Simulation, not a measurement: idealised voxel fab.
Process module name: voxel wiring stack
We display cut, a cross-section 235 nm in width whose square cells are each 5 nm.
Square cells in a grid make up a cross-section in this document, and the grid is given as bands, listed from the top down, each one or more rows of cells.
What a band's entry tells you: where the top is and where the bottom is, as heights in nm, and after that what lies inside, material by material from left to right, each with its width in nm. Empty space is written as the word "blank", and a single material marked with the word "full width" occupies the band from edge to edge.
A quick word on heights: they are counted from 0, and under that level the wafer as it came to us is one material throughout. The lowest band is different from the rest in having no bottom; it simply continues downward, written as in "0..down".
When a width is written as two numbers, as in "30..40", the first number is the width in the top row of cells of the band and the second is the width in its bottom row, and the width changes by the same amount from each row to the next.
"nothing got changed" for a step: no cell of the cross-section changed in that step.
For the entry "Sealed internal voids", the listed items are empty spaces with no open way to the top whose size is 8 cells or more; each item follows the pattern width x height at distance, where distance is from the left edge and all three are in nm.
That trailing text on a step's line, after the settings, is the simulator's own remark on the step.
overlay nm: right-of-plan distance of the mask on a masked step; negative values mean left-of-plan.
Below you will find pairs of cross-sections. In each, one shows the wafer before one process step and the other after it, with the after view ending at the lowest band that changed. Under each pair is the step separating them, along with its settings. Do not assume the pairs form a chain: they can come from different runs of this module on the same starting wafer, and a pair continues from the pair above it only when its "Prior to processing" entry says so.

### Prior to processing
100..80  80 of resist  25 of blank  20 of resist  25 of blank  85 of resist
80..55  80 of SiO2  25 of blank  20 of SiO2  25 of blank  85 of SiO2
55..50  80 of SiN  25 of blank  20 of SiN  25 of blank  85 of SiN
50..35  80 of lowk  15 of Ru  140 of lowk
35..30  80 of SiCN  15 of Ru  140 of SiCN
30..15  80 of SiO2  5 of SiCN  20 of W  5 of SiCN  15 of SiO2  5 of SiCN  20 of W  5 of SiCN  80 of SiO2
15..10  85 of SiCN  20 of TiN  25 of SiCN  20 of TiN  85 of SiCN
10..0  SiO2 full width
0..down  Si full width
Sealed internal voids: none

### Cut View, Post-Step
80..55  80 of SiO2  25 of blank  20 of SiO2  25 of blank  85 of SiO2
Below a height of 55, the structure has not been altered.
Sealed internal voids: none
Looking at the two cross-sections above, the step in the middle is STRIP, etch materials resist

Prior to processing: after-state, pair directly above.

### Cut View, Post-Step
85..80  85 of TiN  15 of blank  30 of TiN  15 of blank  90 of TiN
80..55  80 of SiO2  5 of TiN  15 of blank  5 of TiN  20 of SiO2  5 of TiN  15 of blank  5 of TiN  85 of SiO2
55..50  80 of SiN  25 of TiN  20 of SiN  25 of TiN  85 of SiN
Below a height of 50, the structure has not been altered.
Sealed internal voids: none
Looking at the two cross-sections above, the step in the middle is CONFORMAL_DEP, material TiN, thk nm 5

Prior to processing: after-state, pair directly above.

### Cut View, Post-Step
95..85  Cu full width
85..80  85 of TiN  15 of Cu  30 of TiN  15 of Cu  90 of TiN
80..55  80 of SiO2  5 of TiN  15 of Cu  5 of TiN  20 of SiO2  5 of TiN  15 of Cu  5 of TiN  85 of SiO2
Below a height of 55, the structure has not been altered.
Sealed internal voids: none
Looking at the two cross-sections above, the step in the middle is FILL_DEP, material Cu, thk nm 10

Prior to processing: after-state, pair directly above.

### Cut View, Post-Step
80..55  80 of SiO2  5 of TiN  15 of Cu  5 of TiN  20 of SiO2  5 of TiN  15 of Cu  5 of TiN  85 of SiO2
Below a height of 55, the structure has not been altered.
Sealed internal voids: none
Looking at the two cross-sections above, the step in the middle is CMP, height nm 80

Prior to processing: after-state, pair directly above.

### Cut View, Post-Step
85..80  SiCN full width
Below a height of 80, the structure has not been altered.
Sealed internal voids: none
Looking at the two cross-sections above, the step in the middle is CONFORMAL_DEP, material SiCN, thk nm 5

Prior to processing: after-state, pair directly above.

### Cut View, Post-Step
95..85  lowk full width
Below a height of 85, the structure has not been altered.
Sealed internal voids: none
Looking at the two cross-sections above, the step in the middle is DIRECTIONAL_DEP, material lowk, thk nm 10

Prior to processing: after-state, pair directly above.

### Cut View, Post-Step
115..95  80 of resist  15 of blank  30 of resist  15 of blank  95 of resist
Below a height of 95, the structure has not been altered.
Sealed internal voids: none
Looking at the two cross-sections above, the step in the middle is PATTERN, tone open, mask id PLUG_2, material resist, width nm 15, pitch nm 45, thk nm 20, overlay nm 0

Prior to processing: after-state, pair directly above.

### Cut View, Post-Step
115..95  80 of resist  15 of blank  30 of resist  15 of blank  95 of resist
95..85  80 of lowk  15 of blank  30 of lowk  15 of blank  95 of lowk
Below a height of 85, the structure has not been altered.
Sealed internal voids: none
Looking at the two cross-sections above, the step in the middle is DIRECTIONAL_ETCH, etch materials lowk, depth nm 10

Prior to processing: after-state, pair directly above.

### Cut View, Post-Step
115..95  80 of resist  15 of blank  30 of resist  15 of blank  95 of resist
95..85  80 of lowk  15 of blank  30 of lowk  15 of blank  95 of lowk
85..80  80 of SiCN  15 of blank  30 of SiCN  15 of blank  95 of SiCN
Below a height of 80, the structure has not been altered.
Sealed internal voids: none
Looking at the two cross-sections above, the step in the middle is DIRECTIONAL_ETCH, etch materials SiCN, depth nm 5

Prior to processing: after-state, pair directly above.

### Cut View, Post-Step
95..85  80 of lowk  15 of blank  30 of lowk  15 of blank  95 of lowk
Below a height of 85, the structure has not been altered.
Sealed internal voids: none
Looking at the two cross-sections above, the step in the middle is STRIP, etch materials resist

Prior to processing: after-state, pair directly above.

### Cut View, Post-Step
95..90  80 of lowk  15 of blank  30 of lowk  15 of blank  95 of lowk
90..85  80 of lowk  15 of Ru  30 of lowk  15 of Ru  95 of lowk
85..80  80 of SiCN  15 of Ru  30 of SiCN  15 of Ru  95 of SiCN
Below a height of 80, the structure has not been altered.
Sealed internal voids: none
Looking at the two cross-sections above, the step in the middle is EPI, material Ru, thk nm 10

Prior to processing: after-state, pair directly above.

### Cut View, Post-Step
95..85  80 of lowk  15 of Ru  30 of lowk  15 of Ru  95 of lowk
Below a height of 85, the structure has not been altered.
Sealed internal voids: none
Looking at the two cross-sections above, the step in the middle is EPI, material Ru, thk nm 5

Prior to processing: after-state, pair directly above.

### Cut View, Post-Step
100..95  TiN full width
Below a height of 95, the structure has not been altered.
Sealed internal voids: none
Looking at the two cross-sections above, the step in the middle is DIRECTIONAL_DEP, material TiN, thk nm 5

Prior to processing: after-state, pair directly above.

### Cut View, Post-Step
115..100  Ru full width
Below a height of 100, the structure has not been altered.
Sealed internal voids: none
Looking at the two cross-sections above, the step in the middle is DIRECTIONAL_DEP, material Ru, thk nm 15

Prior to processing: after-state, pair directly above.

### Cut View, Post-Step
125..115  aC full width
Below a height of 115, the structure has not been altered.
Sealed internal voids: none
Looking at the two cross-sections above, the step in the middle is DIRECTIONAL_DEP, material aC, thk nm 10

Prior to processing: after-state, pair directly above.

### Cut View, Post-Step
150..125  80 of blank  25 of resist  20 of blank  25 of resist  85 of blank
Below a height of 125, the structure has not been altered.
Sealed internal voids: none
Looking at the two cross-sections above, the step in the middle is PATTERN, tone cover, mask id METAL_3, material resist, width nm 25, pitch nm 45, thk nm 25, overlay nm 0

Prior to processing: after-state, pair directly above.

### Cut View, Post-Step
140..125  80 of blank  25 of resist  20 of blank  25 of resist  85 of blank
125..115  80 of blank  25 of aC  20 of blank  25 of aC  85 of blank
Below a height of 115, the structure has not been altered.
Sealed internal voids: none
Looking at the two cross-sections above, the step in the middle is DIRECTIONAL_ETCH, etch materials aC, depth nm 10

Prior to processing: after-state, pair directly above.

### Cut View, Post-Step
125..115  80 of blank  25 of aC  20 of blank  25 of aC  85 of blank
Below a height of 115, the structure has not been altered.
Sealed internal voids: none
Looking at the two cross-sections above, the step in the middle is STRIP, etch materials resist

Prior to processing: after-state, pair directly above.

### Cut View, Post-Step
125..115  80 of blank  25 of aC  20 of blank  25 of aC  85 of blank
115..100  80 of blank  25 of Ru  20 of blank  25 of Ru  85 of blank
Below a height of 100, the structure has not been altered.
Sealed internal voids: none
Looking at the two cross-sections above, the step in the middle is DIRECTIONAL_ETCH, etch materials Ru, depth nm 15

Prior to processing: after-state, pair directly above.

### Cut View, Post-Step
125..115  80 of blank  25 of aC  20 of blank  25 of aC  85 of blank
115..100  80 of blank  25 of Ru  20 of blank  25 of Ru  85 of blank
100..95  80 of blank  25 of TiN  20 of blank  25 of TiN  85 of blank
Below a height of 95, the structure has not been altered.
Sealed internal voids: none
Looking at the two cross-sections above, the step in the middle is DIRECTIONAL_ETCH, etch materials TiN, depth nm 5

Prior to processing: after-state, pair directly above.

### Cut View, Post-Step
115..100  80 of blank  25 of Ru  20 of blank  25 of Ru  85 of blank
Below a height of 100, the structure has not been altered.
Sealed internal voids: none
Looking at the two cross-sections above, the step in the middle is STRIP, etch materials aC

Prior to processing: after-state, pair directly above.

### Cut View, Post-Step
120..115  75 of blank  35 of SiN  10 of blank  35 of SiN  80 of blank
115..100  75 of blank  5 of SiN  25 of Ru  5 of SiN  10 of blank  5 of SiN  25 of Ru  5 of SiN  80 of blank
100..95  80 of SiN  25 of TiN  20 of SiN  25 of TiN  85 of SiN
Below a height of 95, the structure has not been altered.
Sealed internal voids: none
Looking at the two cross-sections above, the step in the middle is CONFORMAL_DEP, material SiN, thk nm 5

Prior to processing: after-state, pair directly above.

### Cut View, Post-Step
130..120  lowk full width
120..115  75 of lowk  35 of SiN  10 of lowk  35 of SiN  80 of lowk
115..100  75 of lowk  5 of SiN  25 of Ru  5 of SiN  10 of lowk  5 of SiN  25 of Ru  5 of SiN  80 of lowk
Below a height of 100, the structure has not been altered.
Sealed internal voids: none
Looking at the two cross-sections above, the step in the middle is FILL_DEP, material lowk, thk nm 10

Prior to processing: after-state, pair directly above.

### Cut View, Post-Step
115..100  75 of lowk  5 of SiN  25 of Ru  5 of SiN  10 of lowk  5 of SiN  25 of Ru  5 of SiN  80 of lowk
Below a height of 100, the structure has not been altered.
Sealed internal voids: none
Looking at the two cross-sections above, the step in the middle is CMP, height nm 115

Prior to processing: after-state, pair directly above.

### Cut View, Post-Step
120..115  SiCN full width
Below a height of 115, the structure has not been altered.
Sealed internal voids: none
Looking at the two cross-sections above, the step in the middle is CONFORMAL_DEP, material SiCN, thk nm 5

Prior to processing: after-state, pair directly above.

### Cut View, Post-Step
145..120  SiO2 full width
Below a height of 120, the structure has not been altered.
Sealed internal voids: none
Looking at the two cross-sections above, the step in the middle is DIRECTIONAL_DEP, material SiO2, thk nm 25

Prior to processing: after-state, pair directly above.

### Cut View, Post-Step
155..145  aC full width
Below a height of 145, the structure has not been altered.
Sealed internal voids: none
Looking at the two cross-sections above, the step in the middle is DIRECTIONAL_DEP, material aC, thk nm 10

Prior to processing: after-state, pair directly above.

### Cut View, Post-Step
180..155  80 of resist  15 of blank  30 of resist  15 of blank  95 of resist
Below a height of 155, the structure has not been altered.
Sealed internal voids: none
Looking at the two cross-sections above, the step in the middle is PATTERN, tone open, mask id METAL_4_HOLES, material resist, width nm 15, pitch nm 45, thk nm 25, overlay nm 0

Prior to processing: after-state, pair directly above.

### Cut View, Post-Step
170..155  80 of resist  15 of blank  30 of resist  15 of blank  95 of resist
155..145  80 of aC  15 of blank  30 of aC  15 of blank  95 of aC
Below a height of 145, the structure has not been altered.
Sealed internal voids: none
Looking at the two cross-sections above, the step in the middle is DIRECTIONAL_ETCH, etch materials aC, depth nm 10

Prior to processing: after-state, pair directly above.

### Cut View, Post-Step
155..145  80 of aC  15 of blank  30 of aC  15 of blank  95 of aC
Below a height of 145, the structure has not been altered.
Sealed internal voids: none
Looking at the two cross-sections above, the step in the middle is STRIP, etch materials resist

Prior to processing: after-state, pair directly above.

### Cut View, Post-Step
155..145  80 of aC  15 of blank  30 of aC  15 of blank  95 of aC
145..120  80 of SiO2  15 of blank  30 of SiO2  15 of blank  95 of SiO2
Below a height of 120, the structure has not been altered.
Sealed internal voids: none
Looking at the two cross-sections above, the step in the middle is DIRECTIONAL_ETCH, etch materials SiO2, depth nm 25

Prior to processing: after-state, pair directly above.

### Cut View, Post-Step
145..120  80 of SiO2  15 of blank  30 of SiO2  15 of blank  95 of SiO2
Below a height of 120, the structure has not been altered.
Sealed internal voids: none
Looking at the two cross-sections above, the step in the middle is STRIP, etch materials aC

Prior to processing: after-state, pair directly above.

### Cut View, Post-Step
145..130  80 of SiO2  25 of blank  20 of SiO2  25 of blank  85 of SiO2
Below a height of 130, the structure has not been altered.
Sealed internal voids: none
Looking at the two cross-sections above, the step in the middle is MASKED_ETCH, tone open, mask id METAL_4, width nm 25, pitch nm 45, etch materials SiO2, depth nm 15, overlay nm 0

Prior to processing: after-state, pair directly above.

### Cut View, Post-Step
145..130  80 of SiO2  25 of blank  20 of SiO2  25 of blank  85 of SiO2
130..120  80 of SiO2  15 of blank  30 of SiO2  15 of blank  95 of SiO2
120..115  80 of SiCN  15 of blank  30 of SiCN  15 of blank  95 of SiCN
Below a height of 115, the structure has not been altered.
Sealed internal voids: none
Looking at the two cross-sections above, the step in the middle is MASKED_ETCH, tone open, mask id METAL_4, width nm 25, pitch nm 45, etch materials SiCN, depth nm 5, overlay nm 0

Prior to processing: after-state, pair directly above.

### Cut View, Post-Step
150..145  85 of TiN  15 of blank  30 of TiN  15 of blank  90 of TiN
145..135  80 of SiO2  5 of TiN  15 of blank  5 of TiN  20 of SiO2  5 of TiN  15 of blank  5 of TiN  85 of SiO2
135..130  80 of SiO2  5 of TiN  5 of blank  15 of TiN  20 of SiO2  5 of TiN  5 of blank  15 of TiN  85 of SiO2
130..120  80 of SiO2  5 of TiN  5 of blank  5 of TiN  30 of SiO2  5 of TiN  5 of blank  5 of TiN  95 of SiO2
120..115  80 of SiCN  15 of TiN  30 of SiCN  15 of TiN  95 of SiCN
Below a height of 115, the structure has not been altered.
Sealed internal voids: none
Looking at the two cross-sections above, the step in the middle is CONFORMAL_DEP, material TiN, thk nm 5

Prior to processing: after-state, pair directly above.

### Cut View, Post-Step
155..150  Cu full width
150..145  85 of TiN  15 of Cu  30 of TiN  15 of Cu  90 of TiN
145..135  80 of SiO2  5 of TiN  15 of Cu  5 of TiN  20 of SiO2  5 of TiN  15 of Cu  5 of TiN  85 of SiO2
135..130  80 of SiO2  5 of TiN  5 of Cu  15 of TiN  20 of SiO2  5 of TiN  5 of Cu  15 of TiN  85 of SiO2
130..120  80 of SiO2  5 of TiN  5 of Cu  5 of TiN  30 of SiO2  5 of TiN  5 of Cu  5 of TiN  95 of SiO2
Below a height of 120, the structure has not been altered.
Sealed internal voids: none
Looking at the two cross-sections above, the step in the middle is FILL_DEP, material Cu, thk nm 5

Prior to processing: after-state, pair directly above.

### Cut View, Post-Step
145..135  80 of SiO2  5 of TiN  15 of Cu  5 of TiN  20 of SiO2  5 of TiN  15 of Cu  5 of TiN  85 of SiO2
Below a height of 135, the structure has not been altered.
Sealed internal voids: none
Looking at the two cross-sections above, the step in the middle is CMP, height nm 145

Prior to processing: after-state, pair directly above.

### Cut View, Post-Step
150..145  SiN full width
Below a height of 145, the structure has not been altered.
Sealed internal voids: none
Looking at the two cross-sections above, the step in the middle is CONFORMAL_DEP, material SiN, thk nm 5

### Prior to processing
95..85  lowk full width
85..80  SiCN full width
80..55  80 of SiO2  5 of TiN  15 of Cu  5 of TiN  20 of SiO2  5 of TiN  15 of Cu  5 of TiN  85 of SiO2
55..50  80 of SiN  25 of TiN  20 of SiN  25 of TiN  85 of SiN
50..35  80 of lowk  15 of Ru  140 of lowk
35..30  80 of SiCN  15 of Ru  140 of SiCN
30..15  75 of SiO2  5 of SiCN  25 of W  5 of SiCN  10 of SiO2  5 of SiCN  25 of W  5 of SiCN  80 of SiO2
15..10  80 of SiCN  25 of TiN  20 of SiCN  25 of TiN  85 of SiCN
10..0  SiO2 full width
0..down  Si full width
Sealed internal voids: none

### Cut View, Post-Step
115..95  75 of resist  15 of blank  30 of resist  15 of blank  100 of resist
Below a height of 95, the structure has not been altered.
Sealed internal voids: none
Looking at the two cross-sections above, the step in the middle is PATTERN, tone open, mask id PLUG_2, material resist, width nm 15, pitch nm 45, thk nm 20, overlay nm -5

Prior to processing: after-state, pair directly above.

### Cut View, Post-Step
115..95  75 of resist  15 of blank  30 of resist  15 of blank  100 of resist
95..85  75 of lowk  15 of blank  30 of lowk  15 of blank  100 of lowk
Below a height of 85, the structure has not been altered.
Sealed internal voids: none
Looking at the two cross-sections above, the step in the middle is DIRECTIONAL_ETCH, etch materials lowk, depth nm 10

Prior to processing: after-state, pair directly above.

### Cut View, Post-Step
115..95  75 of resist  15 of blank  30 of resist  15 of blank  100 of resist
95..85  75 of lowk  15 of blank  30 of lowk  15 of blank  100 of lowk
85..80  75 of SiCN  15 of blank  30 of SiCN  15 of blank  100 of SiCN
Below a height of 80, the structure has not been altered.
Sealed internal voids: none
Looking at the two cross-sections above, the step in the middle is DIRECTIONAL_ETCH, etch materials SiCN, depth nm 5

Prior to processing: after-state, pair directly above.

### Cut View, Post-Step
95..85  75 of lowk  15 of blank  30 of lowk  15 of blank  100 of lowk
Below a height of 85, the structure has not been altered.
Sealed internal voids: none
Looking at the two cross-sections above, the step in the middle is STRIP, etch materials resist

Prior to processing: after-state, pair directly above.

### Cut View, Post-Step
95..90  75 of lowk  15 of blank  30 of lowk  15 of blank  100 of lowk
90..85  75 of lowk  15 of Ru  30 of lowk  15 of Ru  100 of lowk
85..80  75 of SiCN  15 of Ru  30 of SiCN  15 of Ru  100 of SiCN
Below a height of 80, the structure has not been altered.
Sealed internal voids: none
Looking at the two cross-sections above, the step in the middle is EPI, material Ru, thk nm 10

Prior to processing: after-state, pair directly above.

### Cut View, Post-Step
95..85  75 of lowk  15 of Ru  30 of lowk  15 of Ru  100 of lowk
Below a height of 85, the structure has not been altered.
Sealed internal voids: none
Looking at the two cross-sections above, the step in the middle is EPI, material Ru, thk nm 5

Prior to processing: after-state, pair directly above.

### Cut View, Post-Step
100..95  TiN full width
Below a height of 95, the structure has not been altered.
Sealed internal voids: none
Looking at the two cross-sections above, the step in the middle is DIRECTIONAL_DEP, material TiN, thk nm 5

Prior to processing: after-state, pair directly above.

### Cut View, Post-Step
115..100  Ru full width
Below a height of 100, the structure has not been altered.
Sealed internal voids: none
Looking at the two cross-sections above, the step in the middle is DIRECTIONAL_DEP, material Ru, thk nm 15

Prior to processing: after-state, pair directly above.

### Cut View, Post-Step
125..115  aC full width
Below a height of 115, the structure has not been altered.
Sealed internal voids: none
Looking at the two cross-sections above, the step in the middle is DIRECTIONAL_DEP, material aC, thk nm 10

Prior to processing: after-state, pair directly above.

### Cut View, Post-Step
150..125  80 of blank  25 of resist  20 of blank  25 of resist  85 of blank
Below a height of 125, the structure has not been altered.
Sealed internal voids: none
Looking at the two cross-sections above, the step in the middle is PATTERN, tone cover, mask id METAL_3, material resist, width nm 25, pitch nm 45, thk nm 25, overlay nm 0

Prior to processing: after-state, pair directly above.

### Cut View, Post-Step
140..125  80 of blank  25 of resist  20 of blank  25 of resist  85 of blank
125..115  80 of blank  25 of aC  20 of blank  25 of aC  85 of blank
Below a height of 115, the structure has not been altered.
Sealed internal voids: none
Looking at the two cross-sections above, the step in the middle is DIRECTIONAL_ETCH, etch materials aC, depth nm 10

Prior to processing: after-state, pair directly above.

### Cut View, Post-Step
125..115  80 of blank  25 of aC  20 of blank  25 of aC  85 of blank
Below a height of 115, the structure has not been altered.
Sealed internal voids: none
Looking at the two cross-sections above, the step in the middle is STRIP, etch materials resist

Prior to processing: after-state, pair directly above.

### Cut View, Post-Step
125..115  80 of blank  25 of aC  20 of blank  25 of aC  85 of blank
115..100  80 of blank  25 of Ru  20 of blank  25 of Ru  85 of blank
Below a height of 100, the structure has not been altered.
Sealed internal voids: none
Looking at the two cross-sections above, the step in the middle is DIRECTIONAL_ETCH, etch materials Ru, depth nm 15

Prior to processing: after-state, pair directly above.

### Cut View, Post-Step
125..115  80 of blank  25 of aC  20 of blank  25 of aC  85 of blank
115..100  80 of blank  25 of Ru  20 of blank  25 of Ru  85 of blank
100..95  80 of blank  25 of TiN  20 of blank  25 of TiN  85 of blank
Below a height of 95, the structure has not been altered.
Sealed internal voids: none
Looking at the two cross-sections above, the step in the middle is DIRECTIONAL_ETCH, etch materials TiN, depth nm 5

Prior to processing: after-state, pair directly above.

### Cut View, Post-Step
115..100  80 of blank  25 of Ru  20 of blank  25 of Ru  85 of blank
Below a height of 100, the structure has not been altered.
Sealed internal voids: none
Looking at the two cross-sections above, the step in the middle is STRIP, etch materials aC

Prior to processing: after-state, pair directly above.

### Cut View, Post-Step
120..115  75 of blank  35 of SiN  10 of blank  35 of SiN  80 of blank
115..100  75 of blank  5 of SiN  25 of Ru  5 of SiN  10 of blank  5 of SiN  25 of Ru  5 of SiN  80 of blank
100..95  80 of SiN  25 of TiN  20 of SiN  25 of TiN  85 of SiN
Below a height of 95, the structure has not been altered.
Sealed internal voids: none
Looking at the two cross-sections above, the step in the middle is CONFORMAL_DEP, material SiN, thk nm 5

Prior to processing: after-state, pair directly above.

### Cut View, Post-Step
130..120  lowk full width
120..115  75 of lowk  35 of SiN  10 of lowk  35 of SiN  80 of lowk
115..100  75 of lowk  5 of SiN  25 of Ru  5 of SiN  10 of lowk  5 of SiN  25 of Ru  5 of SiN  80 of lowk
Below a height of 100, the structure has not been altered.
Sealed internal voids: none
Looking at the two cross-sections above, the step in the middle is FILL_DEP, material lowk, thk nm 10

Prior to processing: after-state, pair directly above.

### Cut View, Post-Step
115..100  75 of lowk  5 of SiN  25 of Ru  5 of SiN  10 of lowk  5 of SiN  25 of Ru  5 of SiN  80 of lowk
Below a height of 100, the structure has not been altered.
Sealed internal voids: none
Looking at the two cross-sections above, the step in the middle is CMP, height nm 115

Prior to processing: after-state, pair directly above.

### Cut View, Post-Step
120..115  SiCN full width
Below a height of 115, the structure has not been altered.
Sealed internal voids: none
Looking at the two cross-sections above, the step in the middle is CONFORMAL_DEP, material SiCN, thk nm 5

Prior to processing: after-state, pair directly above.

### Cut View, Post-Step
145..120  SiO2 full width
Below a height of 120, the structure has not been altered.
Sealed internal voids: none
Looking at the two cross-sections above, the step in the middle is DIRECTIONAL_DEP, material SiO2, thk nm 25

Prior to processing: after-state, pair directly above.

### Cut View, Post-Step
155..145  aC full width
Below a height of 145, the structure has not been altered.
Sealed internal voids: none
Looking at the two cross-sections above, the step in the middle is DIRECTIONAL_DEP, material aC, thk nm 10

Prior to processing: after-state, pair directly above.

### Cut View, Post-Step
180..155  80 of resist  15 of blank  30 of resist  15 of blank  95 of resist
Below a height of 155, the structure has not been altered.
Sealed internal voids: none
Looking at the two cross-sections above, the step in the middle is PATTERN, tone open, mask id METAL_4_HOLES, material resist, width nm 15, pitch nm 45, thk nm 25, overlay nm 0

Prior to processing: after-state, pair directly above.

### Cut View, Post-Step
170..155  80 of resist  15 of blank  30 of resist  15 of blank  95 of resist
155..145  80 of aC  15 of blank  30 of aC  15 of blank  95 of aC
Below a height of 145, the structure has not been altered.
Sealed internal voids: none
Looking at the two cross-sections above, the step in the middle is DIRECTIONAL_ETCH, etch materials aC, depth nm 10

Prior to processing: after-state, pair directly above.

### Cut View, Post-Step
155..145  80 of aC  15 of blank  30 of aC  15 of blank  95 of aC
Below a height of 145, the structure has not been altered.
Sealed internal voids: none
Looking at the two cross-sections above, the step in the middle is STRIP, etch materials resist

Prior to processing: after-state, pair directly above.

### Cut View, Post-Step
155..145  80 of aC  15 of blank  30 of aC  15 of blank  95 of aC
145..120  80 of SiO2  15 of blank  30 of SiO2  15 of blank  95 of SiO2
Below a height of 120, the structure has not been altered.
Sealed internal voids: none
Looking at the two cross-sections above, the step in the middle is DIRECTIONAL_ETCH, etch materials SiO2, depth nm 25

Prior to processing: after-state, pair directly above.

### Cut View, Post-Step
145..120  80 of SiO2  15 of blank  30 of SiO2  15 of blank  95 of SiO2
Below a height of 120, the structure has not been altered.
Sealed internal voids: none
Looking at the two cross-sections above, the step in the middle is STRIP, etch materials aC

Prior to processing: after-state, pair directly above.

### Cut View, Post-Step
145..130  80 of SiO2  25 of blank  20 of SiO2  25 of blank  85 of SiO2
Below a height of 130, the structure has not been altered.
Sealed internal voids: none
Looking at the two cross-sections above, the step in the middle is MASKED_ETCH, tone open, mask id METAL_4, width nm 25, pitch nm 45, etch materials SiO2, depth nm 15, overlay nm 0

Prior to processing: after-state, pair directly above.

### Cut View, Post-Step
145..130  80 of SiO2  25 of blank  20 of SiO2  25 of blank  85 of SiO2
130..120  80 of SiO2  15 of blank  30 of SiO2  15 of blank  95 of SiO2
120..115  80 of SiCN  15 of blank  30 of SiCN  15 of blank  95 of SiCN
Below a height of 115, the structure has not been altered.
Sealed internal voids: none
Looking at the two cross-sections above, the step in the middle is MASKED_ETCH, tone open, mask id METAL_4, width nm 25, pitch nm 45, etch materials SiCN, depth nm 5, overlay nm 0

Prior to processing: after-state, pair directly above.

### Cut View, Post-Step
150..145  85 of TiN  15 of blank  30 of TiN  15 of blank  90 of TiN
145..135  80 of SiO2  5 of TiN  15 of blank  5 of TiN  20 of SiO2  5 of TiN  15 of blank  5 of TiN  85 of SiO2
135..130  80 of SiO2  5 of TiN  5 of blank  15 of TiN  20 of SiO2  5 of TiN  5 of blank  15 of TiN  85 of SiO2
130..120  80 of SiO2  5 of TiN  5 of blank  5 of TiN  30 of SiO2  5 of TiN  5 of blank  5 of TiN  95 of SiO2
120..115  80 of SiCN  15 of TiN  30 of SiCN  15 of TiN  95 of SiCN
Below a height of 115, the structure has not been altered.
Sealed internal voids: none
Looking at the two cross-sections above, the step in the middle is CONFORMAL_DEP, material TiN, thk nm 5

Prior to processing: after-state, pair directly above.

### Cut View, Post-Step
155..150  Cu full width
150..145  85 of TiN  15 of Cu  30 of TiN  15 of Cu  90 of TiN
145..135  80 of SiO2  5 of TiN  15 of Cu  5 of TiN  20 of SiO2  5 of TiN  15 of Cu  5 of TiN  85 of SiO2
135..130  80 of SiO2  5 of TiN  5 of Cu  15 of TiN  20 of SiO2  5 of TiN  5 of Cu  15 of TiN  85 of SiO2
130..120  80 of SiO2  5 of TiN  5 of Cu  5 of TiN  30 of SiO2  5 of TiN  5 of Cu  5 of TiN  95 of SiO2
Below a height of 120, the structure has not been altered.
Sealed internal voids: none
Looking at the two cross-sections above, the step in the middle is FILL_DEP, material Cu, thk nm 5

Prior to processing: after-state, pair directly above.

### Cut View, Post-Step
145..135  80 of SiO2  5 of TiN  15 of Cu  5 of TiN  20 of SiO2  5 of TiN  15 of Cu  5 of TiN  85 of SiO2
Below a height of 135, the structure has not been altered.
Sealed internal voids: none
Looking at the two cross-sections above, the step in the middle is CMP, height nm 145

Prior to processing: after-state, pair directly above.

### Cut View, Post-Step
150..145  SiN full width
Below a height of 145, the structure has not been altered.
Sealed internal voids: none
Looking at the two cross-sections above, the step in the middle is CONFORMAL_DEP, material SiN, thk nm 5

### Prior to processing
150..145  85 of TiN  15 of blank  30 of TiN  15 of blank  90 of TiN
145..135  80 of SiO2  5 of TiN  15 of blank  5 of TiN  20 of SiO2  5 of TiN  15 of blank  5 of TiN  85 of SiO2
135..130  80 of SiO2  5 of TiN  5 of blank  15 of TiN  20 of SiO2  5 of TiN  5 of blank  15 of TiN  85 of SiO2
130..120  80 of SiO2  5 of TiN  5 of blank  5 of TiN  30 of SiO2  5 of TiN  5 of blank  5 of TiN  95 of SiO2
120..115  80 of SiCN  15 of TiN  30 of SiCN  15 of TiN  95 of SiCN
115..100  75 of lowk  5 of SiN  25 of Ru  5 of SiN  10 of lowk  5 of SiN  25 of Ru  5 of SiN  80 of lowk
100..95  80 of SiN  25 of TiN  20 of SiN  25 of TiN  85 of SiN
95..85  80 of lowk  15 of Ru  30 of lowk  15 of Ru  95 of lowk
85..80  80 of SiCN  15 of Ru  30 of SiCN  15 of Ru  95 of SiCN
80..55  80 of SiO2  5 of TiN  15 of Cu  5 of TiN  20 of SiO2  5 of TiN  15 of Cu  5 of TiN  85 of SiO2
55..50  80 of SiN  25 of TiN  20 of SiN  25 of TiN  85 of SiN
50..35  80 of lowk  15 of Ru  140 of lowk
35..30  80 of SiCN  15 of Ru  140 of SiCN
30..15  75 of SiO2  5 of SiCN  25 of W  5 of SiCN  10 of SiO2  5 of SiCN  25 of W  5 of SiCN  80 of SiO2
15..10  80 of SiCN  25 of TiN  20 of SiCN  25 of TiN  85 of SiCN
10..0  SiO2 full width
0..down  Si full width
Sealed internal voids: none

### Cut View, Post-Step
155..150  SiN full width
150..145  85 of TiN  15 of SiN  30 of TiN  15 of SiN  90 of TiN
145..135  80 of SiO2  5 of TiN  15 of SiN  5 of TiN  20 of SiO2  5 of TiN  15 of SiN  5 of TiN  85 of SiO2
135..130  80 of SiO2  5 of TiN  5 of SiN  15 of TiN  20 of SiO2  5 of TiN  5 of SiN  15 of TiN  85 of SiO2
130..120  80 of SiO2  5 of TiN  5 of SiN  5 of TiN  30 of SiO2  5 of TiN  5 of SiN  5 of TiN  95 of SiO2
Below a height of 120, the structure has not been altered.
Sealed internal voids: none
Looking at the two cross-sections above, the step in the middle is FILL_DEP, material SiN, thk nm 5

Prior to processing: after-state, pair directly above.

### Cut View, Post-Step
145..135  80 of SiO2  5 of TiN  15 of SiN  5 of TiN  20 of SiO2  5 of TiN  15 of SiN  5 of TiN  85 of SiO2
Below a height of 135, the structure has not been altered.
Sealed internal voids: none
Looking at the two cross-sections above, the step in the middle is CMP, height nm 145

Prior to processing: after-state, pair directly above.

### Cut View, Post-Step
150..145  SiN full width
Below a height of 145, the structure has not been altered.
Sealed internal voids: none
Looking at the two cross-sections above, the step in the middle is CONFORMAL_DEP, material SiN, thk nm 5

### Prior to processing
30..15  W full width
15..10  TiN full width
10..0  SiO2 full width
0..down  Si full width
Sealed internal voids: none

### Cut View, Post-Step
50..30  80 of resist  25 of blank  20 of resist  25 of blank  85 of resist
Below a height of 30, the structure has not been altered.
Sealed internal voids: none
Looking at the two cross-sections above, the step in the middle is PATTERN, tone open, mask id METAL_1, material resist, width nm 25, pitch nm 45, thk nm 20, overlay nm 0

Prior to processing: after-state, pair directly above.

### Cut View, Post-Step
50..30  80 of resist  25 of blank  20 of resist  25 of blank  85 of resist
30..15  80 of W  25 of blank  20 of W  25 of blank  85 of W
Below a height of 15, the structure has not been altered.
Sealed internal voids: none
Looking at the two cross-sections above, the step in the middle is DIRECTIONAL_ETCH, etch materials W, depth nm 15
